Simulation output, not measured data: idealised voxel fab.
Documented hereafter: the process module known as voxel transistor to metal.
Shown is cross-section cut, with a width of 155 nm and square cells of size 5 nm.
A cross-section is a grid of square cells, given in bands from the top down. A band is one or more rows of cells.
Top, bottom (nm), then materials left to right with widths (nm); lone material tagged "full width" fills the whole band edge to edge; "air" = empty space.
Heads up on the height convention: 0 is the point under which the incoming wafer is all one material, and the lowest band has no bottom, it just keeps going down, like "z 0 and below".
It should be noted that a width expressed as "30 to 40" varies in equal increments from row to row of cells within the band, taking the value of the first number at the top row and that of the second number at the bottom row.
For the purposes of this document, the phrase "remained the same" attached to a step denotes that no cell within the cross-section was modified by that step.
"Closed internal cavities" contains a list of empty spaces, each no smaller than 8 cells and without an open way to the top, written in the form width x height at distance with the distance from the left edge and all three in nm.
after a step's settings: what the simulator itself notes on the step
overlay nm: how far to the right of its planned place the mask lay on this masked step (negative: to the left).

# Process steps foreseen in the plan
1 op RECEIVE | material Si
2 op OXIDIZE | depth nm 5
3 op CONFORMAL_DEP | material SiN | thk nm 15
4 op MASKED_ETCH | tone cover | mask id ACTIVE | width nm 105 | etch materials SiN | depth nm 15 | overlay nm 0
5 op MASKED_ETCH | tone cover | mask id ACTIVE | width nm 105 | etch materials SiO2 | depth nm 5 | overlay nm 0
6 op MASKED_ETCH | tone cover | mask id ACTIVE | width nm 105 | etch materials Si | depth nm 35 | overlay nm 0
7 op OXIDIZE | depth nm 5
8 op FILL_DEP | material SiO2 | thk nm 10
9 op CMP | height nm 15
10 op SELECTIVE_ETCH | etch materials SiO2 | depth nm 10
11 op STRIP | etch materials SiN
12 op SELECTIVE_ETCH | etch materials SiO2 | depth nm 5
13 op OXIDIZE | depth nm 5
14 op DIRECTIONAL_DEP | material polySi | thk nm 25
15 op DIRECTIONAL_DEP | material SiCN | thk nm 15
16 op DIRECTIONAL_DEP | material aC | thk nm 10
17 op PATTERN | tone cover | mask id GATE | material resist | width nm 15 | thk nm 25 | overlay nm 0
18 op DIRECTIONAL_ETCH | etch materials aC | depth nm 10
19 op STRIP | etch materials resist
20 op DIRECTIONAL_ETCH | etch materials SiCN | depth nm 25
21 op DIRECTIONAL_ETCH | etch materials polySi | depth nm 35
22 op STRIP | etch materials aC
23 op CONFORMAL_DEP | material SiO2 | thk nm 5
24 op DIRECTIONAL_ETCH | etch materials SiO2 | depth nm 5
25 op CONFORMAL_DEP | material SiN | thk nm 10
26 op DIRECTIONAL_ETCH | etch materials SiN | depth nm 10
27 op DIRECTIONAL_ETCH | etch materials SiO2 | depth nm 5
28 op DIRECTIONAL_ETCH | etch materials Si | depth nm 5
29 op EPI | material pSi | thk nm 10
30 op FILL_DEP | material SiO2 | thk nm 5
31 op CMP | height nm 35
32 op DIRECTIONAL_DEP | material SiO2 | thk nm 15
33 op PATTERN | tone open | mask id CONTACT | material resist | width nm 20 | pitch nm 65 | thk nm 20 | overlay nm 0
34 op DIRECTIONAL_ETCH | etch materials SiO2 | depth nm 50
35 op STRIP | etch materials resist
36 op CONFORMAL_DEP | material TiN | thk nm 5
37 op FILL_DEP | material W | thk nm 5
38 op CMP | height nm 50
39 op CONFORMAL_DEP | material SiCN | thk nm 5
40 op DIRECTIONAL_DEP | material SiO2 | thk nm 25
41 op PATTERN | tone open | mask id METAL_1 | material resist | width nm 20 | pitch nm 65 | thk nm 15 | overlay nm 0
42 op DIRECTIONAL_ETCH | etch materials SiO2 | depth nm 25
43 op DIRECTIONAL_ETCH | etch materials SiCN | depth nm 5
44 op STRIP | etch materials resist
45 op CONFORMAL_DEP | material TiN | thk nm 5
46 op FILL_DEP | material W | thk nm 5
47 op CMP | height nm 80
48 op EPI | material Ru | thk nm 5
49 op FILL_DEP | material SiCN | thk nm 5

# Of two wafers, the first: run according to plan

# Incoming wafer, cross-sectional view, post step 1
- z 0 and below  Si full width
- Closed internal cavities: none

# Step 2 done - wafer cross-section
- z 0 to -5  SiO2 full width
- Everything under -5 stays put, no change at all.

# Step 3 done - wafer cross-section
- z 15 to 0  SiN full width
- Everything under 0 stays put, no change at all.

# Step 4 done - wafer cross-section
- z 15 to 0  25 air / 105 SiN / 25 air
- Everything under 0 stays put, no change at all.

# Step 5 done - wafer cross-section
- z 15 to 0  25 air / 105 SiN / 25 air
- z 0 to -5  25 air / 105 SiO2 / 25 air
- Everything under -5 stays put, no change at all.

# Step 6 done - wafer cross-section
- z 15 to 0  25 air / 105 SiN / 25 air
- z 0 to -5  25 air / 105 SiO2 / 25 air
- z -5 to -40  25 air / 105 Si / 25 air
- Everything under -40 stays put, no change at all.

# Step 7 done - wafer cross-section
- z 15 to 0  25 air / 105 SiN / 25 air
- z 0 to -5  25 air / 105 SiO2 / 25 air
- z -5 to -40  25 air / 5 SiO2 / 95 Si / 5 SiO2 / 25 air
- z -40 to -45  30 SiO2 / 95 Si / 30 SiO2
- Everything under -45 stays put, no change at all.

# Step 8 done - wafer cross-section
- z 25 to 15  SiO2 full width
- z 15 to 0  25 SiO2 / 105 SiN / 25 SiO2
- z 0 to -5  SiO2 full width
- z -5 to -45  30 SiO2 / 95 Si / 30 SiO2
- Everything under -45 stays put, no change at all.

# Step 9 done - wafer cross-section
- z 15 to 0  25 SiO2 / 105 SiN / 25 SiO2
- Everything under 0 stays put, no change at all.

# Step 10 done - wafer cross-section
- z 15 to 5  25 air / 105 SiN / 25 air
- Everything under 5 stays put, no change at all.

# Step 11 done - wafer cross-section
- z 5 to 0  25 SiO2 / 105 air / 25 SiO2
- Everything under 0 stays put, no change at all.

# Step 12 done - wafer cross-section
- z 0 to -5  20 SiO2 / 115 air / 20 SiO2
- Everything under -5 stays put, no change at all.

# Step 13 done - wafer cross-section
- z 0 to -5  20 SiO2 / 115 air / 20 SiO2
- z -5 to -10  SiO2 full width
- Everything under -10 stays put, no change at all.

# Step 14 done - wafer cross-section
- z 25 to 20  20 polySi / 115 air / 20 polySi
- z 20 to 0  polySi full width
- z 0 to -5  20 SiO2 / 115 polySi / 20 SiO2
- Everything under -5 stays put, no change at all.

# Step 15 done - wafer cross-section
- z 40 to 35  20 SiCN / 115 air / 20 SiCN
- z 35 to 25  SiCN full width
- z 25 to 20  20 polySi / 115 SiCN / 20 polySi
- Everything under 20 stays put, no change at all.

# Step 16 done - wafer cross-section
- z 50 to 45  20 aC / 115 air / 20 aC
- z 45 to 40  aC full width
- z 40 to 35  20 SiCN / 115 aC / 20 SiCN
- Everything under 35 stays put, no change at all.

# Step 17 done - wafer cross-section
- z 75 to 50  70 air / 15 resist / 70 air
- z 50 to 45  20 aC / 50 air / 15 resist / 50 air / 20 aC
- Everything under 45 stays put, no change at all.

# Step 18 done - wafer cross-section
- z 65 to 45  70 air / 15 resist / 70 air
- z 45 to 40  70 air / 15 aC / 70 air
- z 40 to 35  20 SiCN / 50 air / 15 aC / 50 air / 20 SiCN
- Everything under 35 stays put, no change at all.

# Step 19 done - wafer cross-section
- z 45 to 40  70 air / 15 aC / 70 air
- Everything under 40 stays put, no change at all.

# Step 20 done - wafer cross-section
- z 45 to 35  70 air / 15 aC / 70 air
- z 35 to 25  70 air / 15 SiCN / 70 air
- z 25 to 20  20 polySi / 50 air / 15 SiCN / 50 air / 20 polySi
- Everything under 20 stays put, no change at all.

# Step 21 done - wafer cross-section
- z 45 to 35  70 air / 15 aC / 70 air
- z 35 to 20  70 air / 15 SiCN / 70 air
- z 20 to 0  70 air / 15 polySi / 70 air
- z 0 to -5  20 SiO2 / 50 air / 15 polySi / 50 air / 20 SiO2
- Everything under -5 stays put, no change at all.

# Step 22 done - wafer cross-section
- z 35 to 20  70 air / 15 SiCN / 70 air
- Everything under 20 stays put, no change at all.

# Step 23 done - wafer cross-section
- z 40 to 35  65 air / 25 SiO2 / 65 air
- z 35 to 20  65 air / 5 SiO2 / 15 SiCN / 5 SiO2 / 65 air
- z 20 to 5  65 air / 5 SiO2 / 15 polySi / 5 SiO2 / 65 air
- z 5 to 0  25 SiO2 / 40 air / 5 SiO2 / 15 polySi / 5 SiO2 / 40 air / 25 SiO2
- z 0 to -5  70 SiO2 / 15 polySi / 70 SiO2
- Everything under -5 stays put, no change at all.

# Step 24 done - wafer cross-section
- z 35 to 20  65 air / 5 SiO2 / 15 SiCN / 5 SiO2 / 65 air
- z 20 to 0  65 air / 5 SiO2 / 15 polySi / 5 SiO2 / 65 air
- z 0 to -5  25 SiO2 / 40 air / 5 SiO2 / 15 polySi / 5 SiO2 / 40 air / 25 SiO2
- Everything under -5 stays put, no change at all.

# Step 25 done - wafer cross-section
- z 45 to 35  55 air / 45 SiN / 55 air
- z 35 to 20  55 air / 10 SiN / 5 SiO2 / 15 SiCN / 5 SiO2 / 10 SiN / 55 air
- z 20 to 10  55 air / 10 SiN / 5 SiO2 / 15 polySi / 5 SiO2 / 10 SiN / 55 air
- z 10 to 5  35 SiN / 20 air / 10 SiN / 5 SiO2 / 15 polySi / 5 SiO2 / 10 SiN / 20 air / 35 SiN
- z 5 to 0  65 SiN / 5 SiO2 / 15 polySi / 5 SiO2 / 65 SiN
- z 0 to -5  25 SiO2 / 40 SiN / 5 SiO2 / 15 polySi / 5 SiO2 / 40 SiN / 25 SiO2
- Everything under -5 stays put, no change at all.

# Step 26 done - wafer cross-section
- z 35 to 20  55 air / 10 SiN / 5 SiO2 / 15 SiCN / 5 SiO2 / 10 SiN / 55 air
- z 20 to 0  55 air / 10 SiN / 5 SiO2 / 15 polySi / 5 SiO2 / 10 SiN / 55 air
- z 0 to -5  25 SiO2 / 10 SiN / 20 air / 10 SiN / 5 SiO2 / 15 polySi / 5 SiO2 / 10 SiN / 20 air / 10 SiN / 25 SiO2
- Everything under -5 stays put, no change at all.

# Step 27 done - wafer cross-section
- z 35 to 30  55 air / 10 SiN / 5 air / 15 SiCN / 5 air / 10 SiN / 55 air
- z 30 to 20  55 air / 10 SiN / 5 SiO2 / 15 SiCN / 5 SiO2 / 10 SiN / 55 air
- z 20 to 0  55 air / 10 SiN / 5 SiO2 / 15 polySi / 5 SiO2 / 10 SiN / 55 air
- z 0 to -5  25 air / 10 SiN / 20 air / 10 SiN / 5 SiO2 / 15 polySi / 5 SiO2 / 10 SiN / 20 air / 10 SiN / 25 air
- z -5 to -10  35 SiO2 / 20 air / 45 SiO2 / 20 air / 35 SiO2
- Everything under -10 stays put, no change at all.

# Step 28 done - wafer cross-section
- z 35 to 30  55 air / 10 SiN / 5 air / 15 SiCN / 5 air / 10 SiN / 55 air
- z 30 to 20  55 air / 10 SiN / 5 SiO2 / 15 SiCN / 5 SiO2 / 10 SiN / 55 air
- z 20 to 0  55 air / 10 SiN / 5 SiO2 / 15 polySi / 5 SiO2 / 10 SiN / 55 air
- z 0 to -5  25 air / 10 SiN / 20 air / 10 SiN / 5 SiO2 / 15 polySi / 5 SiO2 / 10 SiN / 20 air / 10 SiN / 25 air
- z -5 to -10  35 SiO2 / 20 air / 45 SiO2 / 20 air / 35 SiO2
- z -10 to -15  30 SiO2 / 5 Si / 20 air / 45 Si / 20 air / 5 Si / 30 SiO2
- Everything under -15 stays put, no change at all.

# Step 29 done - wafer cross-section
- z 35 to 30  55 air / 10 SiN / 5 air / 15 SiCN / 5 air / 10 SiN / 55 air
- z 30 to 20  55 air / 10 SiN / 5 SiO2 / 15 SiCN / 5 SiO2 / 10 SiN / 55 air
- z 20 to 0  55 air / 10 SiN / 5 SiO2 / 15 polySi / 5 SiO2 / 10 SiN / 55 air
- z 0 to -5  25 air / 10 SiN / 20 pSi / 10 SiN / 5 SiO2 / 15 polySi / 5 SiO2 / 10 SiN / 20 pSi / 10 SiN / 25 air
- z -5 to -10  35 SiO2 / 20 pSi / 45 SiO2 / 20 pSi / 35 SiO2
- z -10 to -15  30 SiO2 / 5 Si / 20 pSi / 45 Si / 20 pSi / 5 Si / 30 SiO2
- Everything under -15 stays put, no change at all.

# Step 30 done - wafer cross-section
- z 40 to 35  SiO2 full width
- z 35 to 20  55 SiO2 / 10 SiN / 5 SiO2 / 15 SiCN / 5 SiO2 / 10 SiN / 55 SiO2
- z 20 to 0  55 SiO2 / 10 SiN / 5 SiO2 / 15 polySi / 5 SiO2 / 10 SiN / 55 SiO2
- z 0 to -5  25 SiO2 / 10 SiN / 20 pSi / 10 SiN / 5 SiO2 / 15 polySi / 5 SiO2 / 10 SiN / 20 pSi / 10 SiN / 25 SiO2
- Everything under -5 stays put, no change at all.

# Step 31 done - wafer cross-section
- z 35 to 20  55 SiO2 / 10 SiN / 5 SiO2 / 15 SiCN / 5 SiO2 / 10 SiN / 55 SiO2
- Everything under 20 stays put, no change at all.

# Step 32 done - wafer cross-section
- z 50 to 35  SiO2 full width
- Everything under 35 stays put, no change at all.

# Step 33 done - wafer cross-section
- z 70 to 50  35 resist / 20 air / 45 resist / 20 air / 35 resist
- Everything under 50 stays put, no change at all.

# Step 34 done - wafer cross-section
- z 70 to 50  35 resist / 20 air / 45 resist / 20 air / 35 resist
- z 50 to 35  35 SiO2 / 20 air / 45 SiO2 / 20 air / 35 SiO2
- z 35 to 20  35 SiO2 / 20 air / 10 SiN / 5 SiO2 / 15 SiCN / 5 SiO2 / 10 SiN / 20 air / 35 SiO2
- z 20 to 0  35 SiO2 / 20 air / 10 SiN / 5 SiO2 / 15 polySi / 5 SiO2 / 10 SiN / 20 air / 35 SiO2
- Everything under 0 stays put, no change at all.

# Step 35 done - wafer cross-section
- z 50 to 35  35 SiO2 / 20 air / 45 SiO2 / 20 air / 35 SiO2
- Everything under 35 stays put, no change at all.

# Step 36 done - wafer cross-section
- z 55 to 50  40 TiN / 10 air / 55 TiN / 10 air / 40 TiN
- z 50 to 35  35 SiO2 / 5 TiN / 10 air / 5 TiN / 45 SiO2 / 5 TiN / 10 air / 5 TiN / 35 SiO2
- z 35 to 20  35 SiO2 / 5 TiN / 10 air / 5 TiN / 10 SiN / 5 SiO2 / 15 SiCN / 5 SiO2 / 10 SiN / 5 TiN / 10 air / 5 TiN / 35 SiO2
- z 20 to 5  35 SiO2 / 5 TiN / 10 air / 5 TiN / 10 SiN / 5 SiO2 / 15 polySi / 5 SiO2 / 10 SiN / 5 TiN / 10 air / 5 TiN / 35 SiO2
- z 5 to 0  35 SiO2 / 20 TiN / 10 SiN / 5 SiO2 / 15 polySi / 5 SiO2 / 10 SiN / 20 TiN / 35 SiO2
- Everything under 0 stays put, no change at all.

# Step 37 done - wafer cross-section
- z 60 to 55  W full width
- z 55 to 50  40 TiN / 10 W / 55 TiN / 10 W / 40 TiN
- z 50 to 35  35 SiO2 / 5 TiN / 10 W / 5 TiN / 45 SiO2 / 5 TiN / 10 W / 5 TiN / 35 SiO2
- z 35 to 20  35 SiO2 / 5 TiN / 10 W / 5 TiN / 10 SiN / 5 SiO2 / 15 SiCN / 5 SiO2 / 10 SiN / 5 TiN / 10 W / 5 TiN / 35 SiO2
- z 20 to 5  35 SiO2 / 5 TiN / 10 W / 5 TiN / 10 SiN / 5 SiO2 / 15 polySi / 5 SiO2 / 10 SiN / 5 TiN / 10 W / 5 TiN / 35 SiO2
- Everything under 5 stays put, no change at all.

# Step 38 done - wafer cross-section
- z 50 to 35  35 SiO2 / 5 TiN / 10 W / 5 TiN / 45 SiO2 / 5 TiN / 10 W / 5 TiN / 35 SiO2
- Everything under 35 stays put, no change at all.

# Step 39 done - wafer cross-section
- z 55 to 50  SiCN full width
- Everything under 50 stays put, no change at all.

# Step 40 done - wafer cross-section
- z 80 to 55  SiO2 full width
- Everything under 55 stays put, no change at all.

# Step 41 done - wafer cross-section
- z 95 to 80  35 resist / 20 air / 45 resist / 20 air / 35 resist
- Everything under 80 stays put, no change at all.

# Step 42 done - wafer cross-section
- z 95 to 80  35 resist / 20 air / 45 resist / 20 air / 35 resist
- z 80 to 55  35 SiO2 / 20 air / 45 SiO2 / 20 air / 35 SiO2
- Everything under 55 stays put, no change at all.

# Step 43 done - wafer cross-section
- z 95 to 80  35 resist / 20 air / 45 resist / 20 air / 35 resist
- z 80 to 55  35 SiO2 / 20 air / 45 SiO2 / 20 air / 35 SiO2
- z 55 to 50  35 SiCN / 20 air / 45 SiCN / 20 air / 35 SiCN
- Everything under 50 stays put, no change at all.

# Step 44 done - wafer cross-section
- z 80 to 55  35 SiO2 / 20 air / 45 SiO2 / 20 air / 35 SiO2
- Everything under 55 stays put, no change at all.

# Step 45 done - wafer cross-section
- z 85 to 80  40 TiN / 10 air / 55 TiN / 10 air / 40 TiN
- z 80 to 55  35 SiO2 / 5 TiN / 10 air / 5 TiN / 45 SiO2 / 5 TiN / 10 air / 5 TiN / 35 SiO2
- z 55 to 50  35 SiCN / 20 TiN / 45 SiCN / 20 TiN / 35 SiCN
- Everything under 50 stays put, no change at all.

# Step 46 done - wafer cross-section
- z 90 to 85  W full width
- z 85 to 80  40 TiN / 10 W / 55 TiN / 10 W / 40 TiN
- z 80 to 55  35 SiO2 / 5 TiN / 10 W / 5 TiN / 45 SiO2 / 5 TiN / 10 W / 5 TiN / 35 SiO2
- Everything under 55 stays put, no change at all.

# Step 47 done - wafer cross-section
- z 80 to 55  35 SiO2 / 5 TiN / 10 W / 5 TiN / 45 SiO2 / 5 TiN / 10 W / 5 TiN / 35 SiO2
- Everything under 55 stays put, no change at all.

# Step 48 done - wafer cross-section
- z 85 to 80  30 air / 30 Ru / 35 air / 30 Ru / 30 air
- Everything under 80 stays put, no change at all.

# Step 49 done - wafer cross-section
- z 90 to 85  SiCN full width
- z 85 to 80  30 SiCN / 30 Ru / 35 SiCN / 30 Ru / 30 SiCN
- Everything under 80 stays put, no change at all.

# Wafer two. Identical start, identical plan. One mistake in execution. Identical history through step 24

# The second wafer in cross-section, at the planned close of step 25
- z 45 to 35  55 air / 45 SiO2 / 55 air
- z 35 to 20  55 air / 15 SiO2 / 15 SiCN / 15 SiO2 / 55 air
- z 20 to 10  55 air / 15 SiO2 / 15 polySi / 15 SiO2 / 55 air
- z 10 to 5  35 SiO2 / 20 air / 15 SiO2 / 15 polySi / 15 SiO2 / 20 air / 35 SiO2
- z 5 to -5  70 SiO2 / 15 polySi / 70 SiO2
- Everything under -5 stays put, no change at all.

The second wafer in cross-section, at the planned close of step 26: remained the same

# The second wafer in cross-section, at the planned close of step 27
- z 40 to 35  55 air / 45 SiO2 / 55 air
- z 35 to 20  55 air / 15 SiO2 / 15 SiCN / 15 SiO2 / 55 air
- z 20 to 5  55 air / 15 SiO2 / 15 polySi / 15 SiO2 / 55 air
- z 5 to 0  35 SiO2 / 20 air / 15 SiO2 / 15 polySi / 15 SiO2 / 20 air / 35 SiO2
- Everything under 0 stays put, no change at all.

The second wafer in cross-section, at the planned close of step 28: remained the same

The second wafer in cross-section, at the planned close of step 29: remained the same

# The second wafer in cross-section, at the planned close of step 30
- z 45 to 35  SiO2 full width
- z 35 to 20  70 SiO2 / 15 SiCN / 70 SiO2
- z 20 to -5  70 SiO2 / 15 polySi / 70 SiO2
- Everything under -5 stays put, no change at all.

# The second wafer in cross-section, at the planned close of step 31
- z 35 to 20  70 SiO2 / 15 SiCN / 70 SiO2
- Everything under 20 stays put, no change at all.

# The second wafer in cross-section, at the planned close of step 32
- z 50 to 35  SiO2 full width
- Everything under 35 stays put, no change at all.

# The second wafer in cross-section, at the planned close of step 33
- z 70 to 50  35 resist / 20 air / 45 resist / 20 air / 35 resist
- Everything under 50 stays put, no change at all.

# The second wafer in cross-section, at the planned close of step 34
- z 70 to 50  35 resist / 20 air / 45 resist / 20 air / 35 resist
- z 50 to 35  35 SiO2 / 20 air / 45 SiO2 / 20 air / 35 SiO2
- z 35 to 20  35 SiO2 / 20 air / 15 SiO2 / 15 SiCN / 15 SiO2 / 20 air / 35 SiO2
- z 20 to 0  35 SiO2 / 20 air / 15 SiO2 / 15 polySi / 15 SiO2 / 20 air / 35 SiO2
- Everything under 0 stays put, no change at all.

# The second wafer in cross-section, at the planned close of step 35
- z 50 to 35  35 SiO2 / 20 air / 45 SiO2 / 20 air / 35 SiO2
- Everything under 35 stays put, no change at all.

# The second wafer in cross-section, at the planned close of step 36
- z 55 to 50  40 TiN / 10 air / 55 TiN / 10 air / 40 TiN
- z 50 to 35  35 SiO2 / 5 TiN / 10 air / 5 TiN / 45 SiO2 / 5 TiN / 10 air / 5 TiN / 35 SiO2
- z 35 to 20  35 SiO2 / 5 TiN / 10 air / 5 TiN / 15 SiO2 / 15 SiCN / 15 SiO2 / 5 TiN / 10 air / 5 TiN / 35 SiO2
- z 20 to 5  35 SiO2 / 5 TiN / 10 air / 5 TiN / 15 SiO2 / 15 polySi / 15 SiO2 / 5 TiN / 10 air / 5 TiN / 35 SiO2
- z 5 to 0  35 SiO2 / 20 TiN / 15 SiO2 / 15 polySi / 15 SiO2 / 20 TiN / 35 SiO2
- Everything under 0 stays put, no change at all.

# The second wafer in cross-section, at the planned close of step 37
- z 60 to 55  W full width
- z 55 to 50  40 TiN / 10 W / 55 TiN / 10 W / 40 TiN
- z 50 to 35  35 SiO2 / 5 TiN / 10 W / 5 TiN / 45 SiO2 / 5 TiN / 10 W / 5 TiN / 35 SiO2
- z 35 to 20  35 SiO2 / 5 TiN / 10 W / 5 TiN / 15 SiO2 / 15 SiCN / 15 SiO2 / 5 TiN / 10 W / 5 TiN / 35 SiO2
- z 20 to 5  35 SiO2 / 5 TiN / 10 W / 5 TiN / 15 SiO2 / 15 polySi / 15 SiO2 / 5 TiN / 10 W / 5 TiN / 35 SiO2
- Everything under 5 stays put, no change at all.

# The second wafer in cross-section, at the planned close of step 38
- z 50 to 35  35 SiO2 / 5 TiN / 10 W / 5 TiN / 45 SiO2 / 5 TiN / 10 W / 5 TiN / 35 SiO2
- Everything under 35 stays put, no change at all.

# The second wafer in cross-section, at the planned close of step 39
- z 55 to 50  SiCN full width
- Everything under 50 stays put, no change at all.

# The second wafer in cross-section, at the planned close of step 40
- z 80 to 55  SiO2 full width
- Everything under 55 stays put, no change at all.

# The second wafer in cross-section, at the planned close of step 41
- z 95 to 80  35 resist / 20 air / 45 resist / 20 air / 35 resist
- Everything under 80 stays put, no change at all.

# The second wafer in cross-section, at the planned close of step 42
- z 95 to 80  35 resist / 20 air / 45 resist / 20 air / 35 resist
- z 80 to 55  35 SiO2 / 20 air / 45 SiO2 / 20 air / 35 SiO2
- Everything under 55 stays put, no change at all.

# The second wafer in cross-section, at the planned close of step 43
- z 95 to 80  35 resist / 20 air / 45 resist / 20 air / 35 resist
- z 80 to 55  35 SiO2 / 20 air / 45 SiO2 / 20 air / 35 SiO2
- z 55 to 50  35 SiCN / 20 air / 45 SiCN / 20 air / 35 SiCN
- Everything under 50 stays put, no change at all.

# The second wafer in cross-section, at the planned close of step 44
- z 80 to 55  35 SiO2 / 20 air / 45 SiO2 / 20 air / 35 SiO2
- Everything under 55 stays put, no change at all.

# The second wafer in cross-section, at the planned close of step 45
- z 85 to 80  40 TiN / 10 air / 55 TiN / 10 air / 40 TiN
- z 80 to 55  35 SiO2 / 5 TiN / 10 air / 5 TiN / 45 SiO2 / 5 TiN / 10 air / 5 TiN / 35 SiO2
- z 55 to 50  35 SiCN / 20 TiN / 45 SiCN / 20 TiN / 35 SiCN
- Everything under 50 stays put, no change at all.

# The second wafer in cross-section, at the planned close of step 46
- z 90 to 85  W full width
- z 85 to 80  40 TiN / 10 W / 55 TiN / 10 W / 40 TiN
- z 80 to 55  35 SiO2 / 5 TiN / 10 W / 5 TiN / 45 SiO2 / 5 TiN / 10 W / 5 TiN / 35 SiO2
- Everything under 55 stays put, no change at all.

# The second wafer in cross-section, at the planned close of step 47
- z 80 to 55  35 SiO2 / 5 TiN / 10 W / 5 TiN / 45 SiO2 / 5 TiN / 10 W / 5 TiN / 35 SiO2
- Everything under 55 stays put, no change at all.

# The second wafer in cross-section, at the planned close of step 48
- z 85 to 80  30 air / 30 Ru / 35 air / 30 Ru / 30 air
- Everything under 80 stays put, no change at all.

# The second wafer in cross-section, at the planned close of step 49
- z 90 to 85  SiCN full width
- z 85 to 80  30 SiCN / 30 Ru / 35 SiCN / 30 Ru / 30 SiCN
- Everything under 80 stays put, no change at all.
Misprocessing identified: rather than as planned, step 25 actually ran as op CONFORMAL_DEP | material SiO2 | thk nm 10
Final comparison by cell count, materials where the second wafer has more or fewer than the first: Si: 8 more | SiN: 36 fewer | SiO2: 52 more | pSi: 24 fewer
